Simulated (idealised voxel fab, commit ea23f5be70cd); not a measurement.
A process module follows: voxel wiring stack.
For reference, the cross-section in this document is cut, with width 270 nm and square cells of 5 nm.
If you're reading a cross-section in this doc, picture square cells in a grid; it comes to you as bands, top ones listed first down to the bottom, and a band can be one or more rows of cells. This entry defines a band. It first specifies the height of the band's top and the height of its bottom in nm, and then specifies the band's materials from left to right, stating each material with its width in nm. The word "full width" identifies a single material that fills the band from edge to edge, while the word "empty" identifies empty space. Convention: height 0 is the level below which the wafer, as received, is all one material. The lowest band does not terminate at the bottom but continues downward, represented as "0..down". A width such as "30->40" changes by the same amount from each row of cells to the next, from the band's top row to its bottom row. No cell of the cross-section changed in a step that is given as "remains unaltered". Any empty space of 8 cells or more lacking an open way to the top shows up in "Closed void catalog" as width x height at distance, distance from the left edge, in nm. Text after the settings on a step's line: the simulator's own remark on that step. overlay nm, on a step with a mask: how far to the right of its planned place the mask lay; to the left if negative.

### Planned process steps
1. RECEIVE | material Si
2. CONFORMAL_DEP | material SiO2 | thk nm 10
3. DIRECTIONAL_DEP | material TiN | thk nm 5
4. DIRECTIONAL_DEP | material Ru | thk nm 25
5. DIRECTIONAL_DEP | material aC | thk nm 10
6. PATTERN | tone cover | mask id METAL_1 | material resist | width nm 20 | pitch nm 45 | thk nm 25 | overlay nm 0
7. DIRECTIONAL_ETCH | etch materials aC | depth nm 10
8. STRIP | etch materials resist
9. DIRECTIONAL_ETCH | etch materials Ru | depth nm 25
10. DIRECTIONAL_ETCH | etch materials TiN | depth nm 5
11. STRIP | etch materials aC
12. CONFORMAL_DEP | material SiCN | thk nm 5
13. FILL_DEP | material SiO2 | thk nm 10
14. CMP | height nm 40
15. CONFORMAL_DEP | material SiCN | thk nm 5
16. DIRECTIONAL_DEP | material lowk | thk nm 10
17. PATTERN | tone open | mask id PLUG_1 | material resist | width nm 15 | pitch nm 90 | thk nm 20 | overlay nm 0
18. DIRECTIONAL_ETCH | etch materials lowk | depth nm 10
19. DIRECTIONAL_ETCH | etch materials SiCN | depth nm 5
20. STRIP | etch materials resist
21. CONFORMAL_DEP | material TiN | thk nm 5
22. FILL_DEP | material Ru | thk nm 10
23. CMP | height nm 55
24. CONFORMAL_DEP | material SiCN | thk nm 5
25. DIRECTIONAL_DEP | material lowk | thk nm 20
26. PATTERN | tone open | mask id METAL_2 | material resist | width nm 20 | pitch nm 45 | thk nm 15 | overlay nm 0
27. DIRECTIONAL_ETCH | etch materials lowk | depth nm 20
28. DIRECTIONAL_ETCH | etch materials SiCN | depth nm 5
29. STRIP | etch materials resist
30. CONFORMAL_DEP | material TiN | thk nm 5
31. FILL_DEP | material W | thk nm 10
32. CMP | height nm 80
33. CONFORMAL_DEP | material SiCN | thk nm 5
34. DIRECTIONAL_DEP | material lowk | thk nm 30
35. DIRECTIONAL_DEP | material aC | thk nm 10
36. PATTERN | tone open | mask id METAL_3 | material resist | width nm 20 | pitch nm 45 | thk nm 30 | overlay nm 0
37. DIRECTIONAL_ETCH | etch materials aC | depth nm 10
38. STRIP | etch materials resist
39. DIRECTIONAL_ETCH | etch materials lowk | depth nm 20
40. STRIP | etch materials aC
41. DIRECTIONAL_DEP | material aC | thk nm 10
42. PATTERN | tone open | mask id METAL_3_HOLES | material resist | width nm 15 | pitch nm 90 | thk nm 30 | overlay nm 0
43. DIRECTIONAL_ETCH | etch materials aC | depth nm 10
44. STRIP | etch materials resist
45. DIRECTIONAL_ETCH | etch materials lowk | depth nm 10
46. DIRECTIONAL_ETCH | etch materials SiCN | depth nm 5
47. STRIP | etch materials aC
48. CONFORMAL_DEP | material TiN | thk nm 5
49. FILL_DEP | material Ru | thk nm 10
50. CMP | height nm 115
51. CONFORMAL_DEP | material SiCN | thk nm 5
52. DIRECTIONAL_DEP | material SiO2 | thk nm 10
53. DIRECTIONAL_DEP | material aC | thk nm 15
54. PATTERN | tone open | mask id PLUG_3 | material resist | width nm 15 | pitch nm 45 | thk nm 35 | overlay nm 0
55. DIRECTIONAL_ETCH | etch materials aC | depth nm 15
56. STRIP | etch materials resist
57. DIRECTIONAL_ETCH | etch materials SiO2 | depth nm 10
58. DIRECTIONAL_ETCH | etch materials SiCN | depth nm 5
59. STRIP | etch materials aC
60. EPI | material Ru | thk nm 10
61. EPI | material Ru | thk nm 5
62. CONFORMAL_DEP | material SiCN | thk nm 5
63. DIRECTIONAL_DEP | material SiO2 | thk nm 20
64. PATTERN | tone open | mask id METAL_4 | material resist | width nm 20 | pitch nm 45 | thk nm 20 | overlay nm 0
65. DIRECTIONAL_ETCH | etch materials SiO2 | depth nm 20
66. DIRECTIONAL_ETCH | etch materials SiCN | depth nm 5
67. STRIP | etch materials resist
68. CONFORMAL_DEP | material TiN | thk nm 5
69. FILL_DEP | material W | thk nm 5
70. CMP | height nm 155
71. CONFORMAL_DEP | material SiCN | thk nm 5

### As-received wafer cross-section (after step 1)
* 0..down = Si full width
* Closed void catalog: none

### End state of the module in cross-section, given the above starting point and plan and one mistake in execution
* 160..155 = SiCN full width
* 155..135 = 55 SiO2 / 5 TiN / 10 W / 5 TiN / 25 SiO2 / 5 TiN / 10 W / 5 TiN / 25 SiO2 / 5 TiN / 10 W / 5 TiN / 25 SiO2 / 5 TiN / 10 W / 5 TiN / 60 SiO2
* 135..130 = 55 SiCN / 20 TiN / 25 SiCN / 20 TiN / 25 SiCN / 20 TiN / 25 SiCN / 20 TiN / 60 SiCN
* 130..120 = 55 SiO2 / 15 Ru / 30 SiO2 / 15 Ru / 30 SiO2 / 15 Ru / 30 SiO2 / 15 Ru / 65 SiO2
* 120..115 = 55 SiCN / 15 Ru / 30 SiCN / 15 Ru / 30 SiCN / 15 Ru / 30 SiCN / 15 Ru / 65 SiCN
* 115..100 = 55 lowk / 5 TiN / 10 Ru / 5 TiN / 25 lowk / 5 TiN / 10 Ru / 5 TiN / 25 lowk / 5 TiN / 10 Ru / 5 TiN / 25 lowk / 5 TiN / 10 Ru / 5 TiN / 60 lowk
* 100..95 = 55 lowk / 5 TiN / 10 Ru / 5 TiN / 25 lowk / 20 TiN / 25 lowk / 5 TiN / 10 Ru / 5 TiN / 25 lowk / 20 TiN / 60 lowk
* 95..85 = 55 lowk / 5 TiN / 10 Ru / 5 TiN / 70 lowk / 5 TiN / 10 Ru / 5 TiN / 105 lowk
* 85..80 = 55 SiCN / 20 TiN / 70 SiCN / 20 TiN / 105 SiCN
* 80..60 = 55 lowk / 5 TiN / 10 W / 5 TiN / 25 lowk / 5 TiN / 10 W / 5 TiN / 25 lowk / 5 TiN / 10 W / 5 TiN / 25 lowk / 5 TiN / 10 W / 5 TiN / 60 lowk
* 60..55 = 55 SiCN / 20 TiN / 25 SiCN / 20 TiN / 25 SiCN / 20 TiN / 25 SiCN / 20 TiN / 60 SiCN
* 55..45 = 55 lowk / 5 TiN / 5 Ru / 5 TiN / 75 lowk / 5 TiN / 5 Ru / 5 TiN / 110 lowk
* 45..40 = 55 SiCN / 15 TiN / 75 SiCN / 15 TiN / 110 SiCN
* 40..15 = 50 SiO2 / 5 SiCN / 20 Ru / 5 SiCN / 15 SiO2 / 5 SiCN / 20 Ru / 5 SiCN / 15 SiO2 / 5 SiCN / 20 Ru / 5 SiCN / 15 SiO2 / 5 SiCN / 20 Ru / 5 SiCN / 55 SiO2
* 15..10 = 55 SiCN / 20 TiN / 25 SiCN / 20 TiN / 25 SiCN / 20 TiN / 25 SiCN / 20 TiN / 60 SiCN
* 10..0 = SiO2 full width
* 0..down = Si full width
* Closed void catalog: none
Nonconformance to the process plan: it should be noted that step 42 was executed with settings other than those planned, the operation and settings actually applied being PATTERN | tone open | mask id METAL_3_HOLES | material resist | width nm 20 | pitch nm 90 | thk nm 30 | overlay nm 0
